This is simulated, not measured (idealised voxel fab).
This is a process module. Its name is voxel released beams.
FYI the section here is cut, 150 nm wide, cells are 5 nm squares.
A cross-section is written here as square cells arranged in a grid, and it is given in bands from the top down, each band taking up one or more rows of cells. Quick guide to a band line: top height, bottom height (nm) up front; then every material left to right with its width in nm. Only one material and it's marked "edge to edge"? Then it fills the band edge to edge. And "air" just means empty space. Counting heights begins at 0, where everything beneath is, in the wafer as received, one material. The lowest band has no bottom; it goes on downwards, as "0 nm and below" shows. Think of "30->40" as a width that walks from the first number to the second as you go down the band, top row to bottom row, taking equal-sized steps from row to row. The designation "remains unaltered", where it is given for a processing step, indicates that no cell of the cross-section was altered in the course of that step. Look at "Voids, enclosed" for the closed voids: empty spaces with no open path to the top, sized 8 cells or up. Each is width x height at distance, distance from the left edge, all nm. If you see something after the settings on a step's line, that's the simulator's own remark about that step. overlay nm: step with mask; distance mask lay right of planned place; negative value = left of planned place.

[These are the steps we planned for the process]
- 1: RECEIVE (material Si)
- 2: CONFORMAL_DEP (material Al2O3; thk nm 10)
- 3: DIRECTIONAL_DEP (material SiO2; thk nm 10)
- 4: PATTERN (tone open; mask id ANCHOR; material resist; width nm 35; thk nm 15; overlay nm 0)
- 5: DIRECTIONAL_ETCH (etch materials SiO2; depth nm 10)
- 6: STRIP (etch materials resist)
- 7: CONFORMAL_DEP (material polySi; thk nm 10)
- 8: MASKED_ETCH (tone cover; mask id BEAM; width nm 80; etch materials polySi; depth nm 10; overlay nm 0)
- 9: STRIP (etch materials SiO2)

[as received, after step 1]
    0 nm and below: Si edge to edge
    Voids, enclosed: none

[Sectioned view, first of two wafers, at the close of the module, processed as intended in the plan]
    30 nm to 20 nm: air 30  polySi 15  air 15  polySi 50  air 40
    20 nm to 10 nm: air 35  polySi 35  air 80
    10 nm to 0 nm: Al2O3 edge to edge
    0 nm and below: Si edge to edge
    Voids, enclosed: none

[Now the second wafer, cross-sectioned at the end of the module. Nothing different at the start, nothing different in the plan compared with the first, just one mistake when it was actually run]
    35 nm to 25 nm: air 30  polySi 15  air 15  polySi 50  air 40
    25 nm to 15 nm: air 35  polySi 35  air 80
    15 nm to 0 nm: Al2O3 edge to edge
    0 nm and below: Si edge to edge
    Voids, enclosed: none
Which mistake was made when the wafer was run? so step 2 ended up running with a different setting than we planned, it ran as CONFORMAL_DEP (material Al2O3; thk nm 15)
The second wafer ends with more or fewer cells of some materials than the first, per final count: +30 Al2O3
